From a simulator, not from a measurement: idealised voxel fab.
process module | voxel self aligned contacts
cross-section cut | 300 nm wide | cells 5 nm
A cross-section is a grid of square cells, given in bands from the top down. A band is one or more rows of cells.
Each band's line starts with the height of the band's top and of its bottom, in nm. Then come its materials from left to right, each with its width in nm. One material with "throughout" fills the band from edge to edge. "air" is empty space.
Height 0 is the level under which the wafer as received is all one material. The lowest band goes on downwards, as in "0 down".
A width such as "30 to 40" changes by the same amount from each row of cells to the next, from the band's top row to its bottom row.
"no change" after a step means that no cell of the cross-section changed.
closed voids: empty space of 8 cells or more with no open way to the top, each as width x height at its distance from the left edge, in nm
after a step's settings: what the simulator itself notes on the step
overlay nm, on a step with a mask: how far to the right of its planned place the mask lay; to the left if negative
plan
1 op RECEIVE | material Si
2 op CONFORMAL_DEP | material SiO2 | thk nm 5
3 op DIRECTIONAL_DEP | material polySi | thk nm 20
4 op DIRECTIONAL_DEP | material SiN | thk nm 20
5 op MASKED_ETCH | tone cover | mask id GATE | width nm 35 | pitch nm 60 | etch materials SiN | depth nm 20 | overlay nm 0
6 op MASKED_ETCH | tone cover | mask id GATE | width nm 35 | pitch nm 60 | etch materials polySi | depth nm 20 | overlay nm 0
7 op CONFORMAL_DEP | material SiN | thk nm 5
8 op DIRECTIONAL_ETCH | etch materials SiN | depth nm 5
9 op FILL_DEP | material SiO2 | thk nm 15
10 op CMP | height nm 50
11 op PATTERN | tone open | mask id CONTACT | material resist | width nm 45 | thk nm 15 | overlay nm 0
12 op DIRECTIONAL_ETCH | etch materials SiO2 | depth nm 50
13 op STRIP | etch materials resist
14 op CONFORMAL_DEP | material TiN | thk nm 5
15 op FILL_DEP | material W | thk nm 10
16 op CMP | height nm 50
17 op CONFORMAL_DEP | material SiN | thk nm 5
as received, after step 1
  0 down: Si throughout
  closed voids: none
a wafer at the end: this start, this plan, one mistake
  55 to 50: SiN throughout
  50 to 45: SiO2 95 | SiN 45 | TiN 5 | W 5 | TiN 5 | SiN 45 | SiO2 100
  45 to 30: SiO2 95 | SiN 5 | polySi 35 | SiN 5 | TiN 5 | W 5 | TiN 5 | SiN 5 | polySi 35 | SiN 5 | SiO2 100
  30 to 25: SiO2 95 | SiN 5 | polySi 35 | SiN 5 | TiN 15 | SiN 5 | polySi 35 | SiN 5 | SiO2 100
  25 to 5: polySi throughout
  5 to 0: SiO2 throughout
  0 down: Si throughout
  closed voids: none
what went wrong: step 3 was run twice
